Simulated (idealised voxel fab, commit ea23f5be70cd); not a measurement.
Process module, titled voxel transistor to metal
In the cross-section labelled cut, the width is 205 nm and each square cell is 5 nm.
Cross-sections here: square-cell grids, written as top-down lists of bands, a band being one or more rows of cells.
The band entry comprises the height of the band's top followed by the height of its bottom, expressed in nm, and subsequently the band's materials from left to right, each stated together with its width in nm. Where a single material is marked with the word "edge to edge", that material fills the band from edge to edge. The word "air" represents empty space.
The reference from which all heights are counted is 0, the level beneath which the as-received wafer is entirely one material; the lowest band, having no lower bound, proceeds downward and is written after the example "0 and below".
Quick explanation for "30->40": the width changes in equal steps down the rows of cells, from the first number in the band's top row to the second number in its bottom row.
Reading "all unchanged" for a step: not a cell of the cross-section changed in it.
Heads up: "Sealed-off cavities" only lists the empty pockets with no open path to the top that are 8 cells or more, and it writes them as width x height at distance, distance from the left edge, in nm.
Text after the settings on a step's line: the simulator's own remark on that step.
The setting "overlay nm" may be written on the line of a step. When the step uses a mask, the value reports how far to the right of the planned place the mask lay, and a negative value reports that it lay to the left.
**This section lists the process steps that were planned**
1 RECEIVE [material Si]
2 CONFORMAL_DEP [material SiO2] [thk nm 5]
3 CONFORMAL_DEP [material SiN] [thk nm 15]
4 PATTERN [tone cover] [mask id ACTIVE] [material resist] [width nm 105] [thk nm 20] [overlay nm 0]
5 DIRECTIONAL_ETCH [etch materials SiN] [depth nm 15]
6 DIRECTIONAL_ETCH [etch materials SiO2] [depth nm 5]
7 DIRECTIONAL_ETCH [etch materials Si] [depth nm 30]
8 STRIP [etch materials resist]
9 OXIDIZE [depth nm 5]
10 FILL_DEP [material SiO2] [thk nm 15]
11 CMP [height nm 20]
12 SELECTIVE_ETCH [etch materials SiO2] [depth nm 15]
13 STRIP [etch materials SiN]
14 SELECTIVE_ETCH [etch materials SiO2] [depth nm 5]
15 OXIDIZE [depth nm 5]
16 DIRECTIONAL_DEP [material polySi] [thk nm 25]
17 DIRECTIONAL_DEP [material SiCN] [thk nm 10]
18 PATTERN [tone cover] [mask id GATE] [material resist] [width nm 25] [thk nm 15] [overlay nm 0]
19 DIRECTIONAL_ETCH [etch materials SiCN] [depth nm 20]
20 DIRECTIONAL_ETCH [etch materials polySi] [depth nm 35]
21 STRIP [etch materials resist]
22 CONFORMAL_DEP [material SiN] [thk nm 10]
23 DIRECTIONAL_ETCH [etch materials SiN] [depth nm 10]
24 DIRECTIONAL_ETCH [etch materials SiO2] [depth nm 5]
25 EPI [material nSi] [thk nm 5]
26 FILL_DEP [material SiO2] [thk nm 10]
27 CMP [height nm 25]
28 STRIP [etch materials polySi]
29 SELECTIVE_ETCH [etch materials SiO2] [depth nm 5]
30 CONFORMAL_DEP [material HfO2] [thk nm 5]
31 CONFORMAL_DEP [material TiN] [thk nm 5]
32 FILL_DEP [material W] [thk nm 10]
33 CMP [height nm 20]
34 DIRECTIONAL_DEP [material SiO2] [thk nm 15]
35 MASKED_ETCH [tone open] [mask id CONTACT] [width nm 15] [pitch nm 80] [etch materials SiO2] [depth nm 35] [overlay nm 0]
36 CONFORMAL_DEP [material TiN] [thk nm 5]
37 FILL_DEP [material W] [thk nm 5]
38 CMP [height nm 35]
39 DIRECTIONAL_DEP [material TiN] [thk nm 5]
40 DIRECTIONAL_DEP [material W] [thk nm 15]
41 DIRECTIONAL_DEP [material aC] [thk nm 10]
42 PATTERN [tone cover] [mask id METAL_1] [material resist] [width nm 15] [pitch nm 80] [thk nm 25] [overlay nm 0]
43 DIRECTIONAL_ETCH [etch materials aC] [depth nm 10]
44 STRIP [etch materials resist]
45 DIRECTIONAL_ETCH [etch materials W] [depth nm 15]
46 DIRECTIONAL_ETCH [etch materials TiN] [depth nm 5]
47 STRIP [etch materials aC]
48 CONFORMAL_DEP [material SiCN] [thk nm 5]
49 FILL_DEP [material SiO2] [thk nm 10]
50 CMP [height nm 55]
51 CONFORMAL_DEP [material SiCN] [thk nm 5]
52 DIRECTIONAL_DEP [material SiO2] [thk nm 30]
53 MASKED_ETCH [tone open] [mask id METAL_2] [width nm 15] [pitch nm 80] [etch materials SiO2] [depth nm 20] [overlay nm 0]
54 DIRECTIONAL_DEP [material aC] [thk nm 15]
55 PATTERN [tone open] [mask id METAL_2_HOLES] [material resist] [width nm 15] [pitch nm 80] [thk nm 35] [overlay nm -15]
56 DIRECTIONAL_ETCH [etch materials aC] [depth nm 15]
57 STRIP [etch materials resist]
58 DIRECTIONAL_ETCH [etch materials SiO2] [depth nm 10]
59 DIRECTIONAL_ETCH [etch materials SiCN] [depth nm 5]
60 STRIP [etch materials aC]
61 CONFORMAL_DEP [material TiN] [thk nm 5]
62 FILL_DEP [material Cu] [thk nm 5]
63 CMP [height nm 90]
64 CONFORMAL_DEP [material SiCN] [thk nm 5]
Wafer-to-wafer difference: overlay nm, step 55. Common start. Plan = first wafer's value.
**Incoming state of the first of several wafers in cross-section: after step 1**
- 0 and below = Si edge to edge
- Sealed-off cavities: none
**Per wafer (row), end of module: delta in cells per material since receipt, (+) for gained, (-) for lost; closed voids after that**
overlay nm -15; +12 Cu; +15 HfO2; -173 Si; +129 SiCN; +16 SiN; +666 SiO2; +69 TiN; +33 W; +12 nSi; Sealed-off cavities: none
overlay nm -10; +10 Cu; +15 HfO2; -173 Si; +127 SiCN; +16 SiN; +666 SiO2; +73 TiN; +33 W; +12 nSi; Sealed-off cavities: none
overlay nm -5; +8 Cu; +15 HfO2; -173 Si; +125 SiCN; +16 SiN; +666 SiO2; +77 TiN; +33 W; +12 nSi; Sealed-off cavities: none
overlay nm 0; +12 Cu; +15 HfO2; -173 Si; +123 SiCN; +16 SiN; +666 SiO2; +75 TiN; +33 W; +12 nSi; Sealed-off cavities: none
overlay nm 5; +8 Cu; +15 HfO2; -173 Si; +125 SiCN; +16 SiN; +666 SiO2; +77 TiN; +33 W; +12 nSi; Sealed-off cavities: none
overlay nm 10; +10 Cu; +15 HfO2; -173 Si; +127 SiCN; +16 SiN; +666 SiO2; +73 TiN; +33 W; +12 nSi; Sealed-off cavities: none
overlay nm 15; +12 Cu; +15 HfO2; -173 Si; +129 SiCN; +16 SiN; +666 SiO2; +69 TiN; +33 W; +12 nSi; Sealed-off cavities: none
